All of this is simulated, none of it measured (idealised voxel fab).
The process module that follows is named voxel transistor to metal.
Displayed cross-section: cut, width of 140 nm, square cells sized 5 nm.
A cross-section in this document is a grid of square cells, and it is written down as bands, the top band listed before the ones below it; a band is made up of one or more rows of cells. Band: top and bottom heights (nm) first, top before bottom; then materials from left to right, widths in nm. "full width" marks a sole material filling the band edge to edge. "empty" denotes empty space. Beneath 0, the wafer as received is one material, and that level is where height counting begins. The lowest band goes on downward without a bottom; it is written like "0 and below". Quick explanation for "30->40": the width changes in equal steps down the rows of cells, from the first number in the band's top row to the second number in its bottom row. "everything unchanged", as given for a step, is the statement that not any cell of the cross-section underwent a change during that step. "Entrapped void list" enumerates empty spaces isolated from the top, with no open way to it, that contain at least 8 cells, giving each as width x height at distance from the left edge, all three in nm. Where a step's line continues beyond its settings, the continuation is a remark by the simulator itself on that step. overlay nm, on a step with a mask: how far to the right of its planned place the mask lay; to the left if negative.

Set out below are the planned steps of the process:
1,RECEIVE | material Si
2,CONFORMAL_DEP | material SiO2 | thk nm 5
3,CONFORMAL_DEP | material SiN | thk nm 10
4,MASKED_ETCH | tone cover | mask id ACTIVE | width nm 95 | etch materials SiN | depth nm 10 | overlay nm 0
5,MASKED_ETCH | tone cover | mask id ACTIVE | width nm 95 | etch materials SiO2 | depth nm 5 | overlay nm 0
6,MASKED_ETCH | tone cover | mask id ACTIVE | width nm 95 | etch materials Si | depth nm 35 | overlay nm 0
7,FILL_DEP | material SiO2 | thk nm 10
8,CMP | height nm 15
9,SELECTIVE_ETCH | etch materials SiO2 | depth nm 5
10,STRIP | etch materials SiN
11,SELECTIVE_ETCH | etch materials SiO2 | depth nm 5
12,OXIDIZE | depth nm 5
13,DIRECTIONAL_DEP | material polySi | thk nm 25
14,DIRECTIONAL_DEP | material SiCN | thk nm 15
15,DIRECTIONAL_DEP | material aC | thk nm 10
16,PATTERN | tone cover | mask id GATE | material resist | width nm 15 | thk nm 25 | overlay nm 0
17,DIRECTIONAL_ETCH | etch materials aC | depth nm 10
18,STRIP | etch materials resist
19,DIRECTIONAL_ETCH | etch materials SiCN | depth nm 25
20,DIRECTIONAL_ETCH | etch materials polySi | depth nm 35
21,STRIP | etch materials aC
22,CONFORMAL_DEP | material SiO2 | thk nm 5
23,DIRECTIONAL_ETCH | etch materials SiO2 | depth nm 5
24,CONFORMAL_DEP | material SiN | thk nm 5
25,DIRECTIONAL_ETCH | etch materials SiN | depth nm 5
26,DIRECTIONAL_ETCH | etch materials SiO2 | depth nm 5
27,DIRECTIONAL_ETCH | etch materials Si | depth nm 15
28,EPI | material nSi | thk nm 20
29,FILL_DEP | material SiO2 | thk nm 5
30,CMP | height nm 40
31,DIRECTIONAL_DEP | material SiO2 | thk nm 10
32,MASKED_ETCH | tone open | mask id CONTACT | width nm 30 | pitch nm 55 | etch materials SiO2 | depth nm 35 | overlay nm 0
33,CONFORMAL_DEP | material TiN | thk nm 5
34,FILL_DEP | material W | thk nm 10
35,CMP | height nm 50
36,DIRECTIONAL_DEP | material TiN | thk nm 5
37,DIRECTIONAL_DEP | material Ru | thk nm 20
38,DIRECTIONAL_DEP | material aC | thk nm 15
39,PATTERN | tone cover | mask id METAL_1 | material resist | width nm 20 | pitch nm 65 | thk nm 30 | overlay nm 0
40,DIRECTIONAL_ETCH | etch materials aC | depth nm 15
41,STRIP | etch materials resist
42,DIRECTIONAL_ETCH | etch materials Ru | depth nm 20
43,DIRECTIONAL_ETCH | etch materials TiN | depth nm 5
44,STRIP | etch materials aC
45,CONFORMAL_DEP | material SiCN | thk nm 5
46,FILL_DEP | material SiO2 | thk nm 10
47,CMP | height nm 75
48,CONFORMAL_DEP | material SiN | thk nm 5

Step 1 complete: cross-section of the wafer as received:
> 0 and below: Si full width
> Entrapped void list: none

Below is the wafer in cross-section after the module was completed. It began from the starting point shown above and followed the plan shown above, except that one mistake was made while running it:
> 80 down to 75: SiN full width
> 75 down to 55: SiO2: 20 | SiCN: 5 | Ru: 20 | SiCN: 5 | SiO2: 35 | SiCN: 5 | Ru: 20 | SiCN: 5 | SiO2: 25
> 55 down to 50: SiCN: 25 | TiN: 20 | SiCN: 45 | TiN: 20 | SiCN: 30
> 50 down to 40: SiO2: 25 | TiN: 5 | W: 20->15 | TiN: 5->10 | SiO2: 25 | TiN: 5->10 | W: 20->15 | TiN: 5 | SiO2: 30
> 40 down to 25: SiO2: 25 | TiN: 5 | W: 15 | TiN: 5 | SiN: 5 | SiO2: 5 | SiCN: 15 | SiO2: 5 | SiN: 5 | TiN: 5 | W: 15 | TiN: 5 | SiO2: 30
> 25 down to 20: SiO2: 25 | TiN: 5 | W: 15 | TiN: 5 | SiN: 5 | SiO2: 5 | polySi: 15 | SiO2: 5 | SiN: 5 | TiN: 5 | W: 15 | TiN: 5 | SiO2: 30
> 20 down to 15: SiO2: 25 | TiN: 25 | SiN: 5 | SiO2: 5 | polySi: 15 | SiO2: 5 | SiN: 5 | TiN: 25 | SiO2: 30
> 15 down to 5: SiO2: 20 | nSi: 30 | SiN: 5 | SiO2: 5 | polySi: 15 | SiO2: 5 | SiN: 5 | nSi: 30 | SiO2: 25
> 5 down to 0: SiO2: 20 | nSi: 5 | SiN: 5 | nSi: 20 | SiN: 5 | SiO2: 5 | polySi: 15 | SiO2: 5 | SiN: 5 | nSi: 20 | SiN: 5 | nSi: 5 | SiO2: 25
> 0 down to -5: SiO2: 30 | nSi: 20 | SiO2: 35 | nSi: 20 | SiO2: 35
> -5 down to -20: SiO2: 20 | Si: 10 | nSi: 20 | Si: 35 | nSi: 20 | Si: 10 | SiO2: 25
> -20 down to -35: SiO2: 20 | Si: 95 | SiO2: 25
> -35 and below: Si full width
> Entrapped void list: none
what went wrong: step 4 ran as: MASKED_ETCH | tone cover | mask id ACTIVE | width nm 85 | etch materials SiN | depth nm 10 | overlay nm 0
